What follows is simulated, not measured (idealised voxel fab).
Title: Process Module voxel wiring stack
Square cell edge 5 nm, section width 280 nm, ID cut.
Square cells in a grid make up a cross-section in this document, and the grid is given as bands, listed from the top down, each one or more rows of cells. What a band's entry tells you: where the top is and where the bottom is, as heights in nm, and after that what lies inside, material by material from left to right, each with its width in nm. Empty space is written as the word "air", and a single material marked with the word "all across" occupies the band from edge to edge. All heights in this document are referenced to 0, defined as the level beneath which the wafer, as received, consists entirely of one material. The lowest band is not bounded below; it extends indefinitely downward and is written in the form "top 0, no bottom". Top row gets the first number, bottom row gets the second, and each row in between changes by the same step: that is how a band width like "30->40" works. "no change occurred" (step): cross-section cells unchanged, all of them. "Enclosed void inventory" specifies each empty space that is not open to the top and that occupies no fewer than 8 cells, using the form width x height at distance, the distance measured from the left edge and all three quantities in nm. Where a step's line continues beyond its settings, the continuation is a remark by the simulator itself on that step. overlay nm: step with mask; distance mask lay right of planned place; negative value = left of planned place.

[Set out below are the planned steps of the process]
1,RECEIVE,material Si
2,CONFORMAL_DEP,material SiO2,thk nm 15
3,DIRECTIONAL_DEP,material TiN,thk nm 5
4,DIRECTIONAL_DEP,material Ru,thk nm 25
5,MASKED_ETCH,tone cover,mask id METAL_1,width nm 20,pitch nm 50,etch materials Ru,depth nm 25,overlay nm 0
6,MASKED_ETCH,tone cover,mask id METAL_1,width nm 20,pitch nm 50,etch materials TiN,depth nm 5,overlay nm 0
7,CONFORMAL_DEP,material SiCN,thk nm 5
8,FILL_DEP,material SiO2,thk nm 5
9,CMP,height nm 45
10,CONFORMAL_DEP,material SiCN,thk nm 5
11,DIRECTIONAL_DEP,material lowk,thk nm 20
12,PATTERN,tone open,mask id PLUG_1,material resist,width nm 15,pitch nm 100,thk nm 15,overlay nm 0
13,DIRECTIONAL_ETCH,etch materials lowk,depth nm 20
14,DIRECTIONAL_ETCH,etch materials SiCN,depth nm 5
15,STRIP,etch materials resist
16,CONFORMAL_DEP,material TiN,thk nm 5
17,FILL_DEP,material W,thk nm 5
18,CMP,height nm 70
19,DIRECTIONAL_DEP,material TiN,thk nm 5
20,DIRECTIONAL_DEP,material Ru,thk nm 20
21,DIRECTIONAL_DEP,material aC,thk nm 10
22,PATTERN,tone cover,mask id METAL_2,material resist,width nm 20,pitch nm 50,thk nm 30,overlay nm 0
23,DIRECTIONAL_ETCH,etch materials aC,depth nm 10
24,STRIP,etch materials resist
25,DIRECTIONAL_ETCH,etch materials Ru,depth nm 20
26,DIRECTIONAL_ETCH,etch materials TiN,depth nm 5
27,STRIP,etch materials aC
28,CONFORMAL_DEP,material SiN,thk nm 5
29,FILL_DEP,material lowk,thk nm 5
30,CMP,height nm 95
31,CONFORMAL_DEP,material SiCN,thk nm 5
32,DIRECTIONAL_DEP,material lowk,thk nm 25
33,MASKED_ETCH,tone open,mask id METAL_3_HOLES,width nm 15,pitch nm 100,etch materials lowk,depth nm 25,overlay nm 0
34,PATTERN,tone open,mask id METAL_3,material resist,width nm 20,pitch nm 50,thk nm 20,overlay nm 0
35,DIRECTIONAL_ETCH,etch materials lowk,depth nm 15
36,DIRECTIONAL_ETCH,etch materials SiCN,depth nm 5
37,STRIP,etch materials resist
38,CONFORMAL_DEP,material TiN,thk nm 5
39,FILL_DEP,material Cu,thk nm 5
40,CMP,height nm 125
41,CONFORMAL_DEP,material SiN,thk nm 5

[Cross-sectional view of the wafer in its as-received condition, corresponding to the state after step 1]
- top 0, no bottom: Si all across
- Enclosed void inventory: none

[The first of two wafers, cross-sectioned at the end of the module, with the run proceeding as planned]
- top 130, bottom 125: SiN all across
- top 125, bottom 115: lowk=80  TiN=5  Cu=10  TiN=5  lowk=30  TiN=5  Cu=10  TiN=5  lowk=30  TiN=5  Cu=10  TiN=5  lowk=80
- top 115, bottom 110: lowk=80  TiN=5  Cu=5  TiN=10  lowk=30  TiN=20  lowk=30  TiN=5  Cu=5  TiN=10  lowk=80
- top 110, bottom 100: lowk=80  TiN=5  Cu=5  TiN=5  lowk=85  TiN=5  Cu=5  TiN=5  lowk=85
- top 100, bottom 95: SiCN=80  TiN=15  SiCN=85  TiN=15  SiCN=85
- top 95, bottom 75: lowk=75  SiN=5  Ru=20  SiN=5  lowk=20  SiN=5  Ru=20  SiN=5  lowk=20  SiN=5  Ru=20  SiN=5  lowk=75
- top 75, bottom 70: SiN=80  TiN=20  SiN=30  TiN=20  SiN=30  TiN=20  SiN=80
- top 70, bottom 50: lowk=80  TiN=5  W=5  TiN=5  lowk=85  TiN=5  W=5  TiN=5  lowk=85
- top 50, bottom 45: SiCN=80  TiN=15  SiCN=85  TiN=15  SiCN=85
- top 45, bottom 20: SiO2=75  SiCN=5  Ru=20  SiCN=5  SiO2=20  SiCN=5  Ru=20  SiCN=5  SiO2=20  SiCN=5  Ru=20  SiCN=5  SiO2=75
- top 20, bottom 15: SiCN=80  TiN=20  SiCN=30  TiN=20  SiCN=30  TiN=20  SiCN=80
- top 15, bottom 0: SiO2 all across
- top 0, no bottom: Si all across
- Enclosed void inventory: none

[Module end: cross-section of wafer two of two. Same start and process plan as the first wafer. One mistake during execution]
- top 130, bottom 125: SiN all across
- top 125, bottom 115: lowk=80  TiN=5  Cu=10  TiN=5  lowk=30  TiN=5  Cu=10  TiN=5  lowk=30  TiN=5  Cu=10  TiN=5  lowk=80
- top 115, bottom 110: lowk=80  TiN=5  Cu=5  TiN=10  lowk=30  TiN=20  lowk=30  TiN=5  Cu=5  TiN=10  lowk=80
- top 110, bottom 100: lowk=80  TiN=5  Cu=5  TiN=5  lowk=85  TiN=5  Cu=5  TiN=5  lowk=85
- top 100, bottom 95: SiCN=80  TiN=15  SiCN=85  TiN=15  SiCN=85
- top 95, bottom 75: lowk=75  SiN=5  Ru=20  SiN=5  lowk=20  SiN=5  Ru=20  SiN=5  lowk=20  SiN=5  Ru=20  SiN=5  lowk=75
- top 75, bottom 70: SiN=80  TiN=20  SiN=30  TiN=20  SiN=30  TiN=20  SiN=80
- top 70, bottom 50: lowk=80  TiN=5  W=5  TiN=5  lowk=85  TiN=5  W=5  TiN=5  lowk=85
- top 50, bottom 45: SiCN=80  TiN=15  SiCN=85  TiN=15  SiCN=85
- top 45, bottom 20: SiCN all across
- top 20, bottom 15: TiN all across
- top 15, bottom 0: SiO2 all across
- top 0, no bottom: Si all across
- Enclosed void inventory: none
What broke from the plan during processing? not per plan at step 4, really ran DIRECTIONAL_DEP,material SiCN,thk nm 25
Count the cells at the end and the second wafer has more or fewer of some materials than the first: -60 Ru | +206 SiCN | -190 SiO2 | +44 TiN
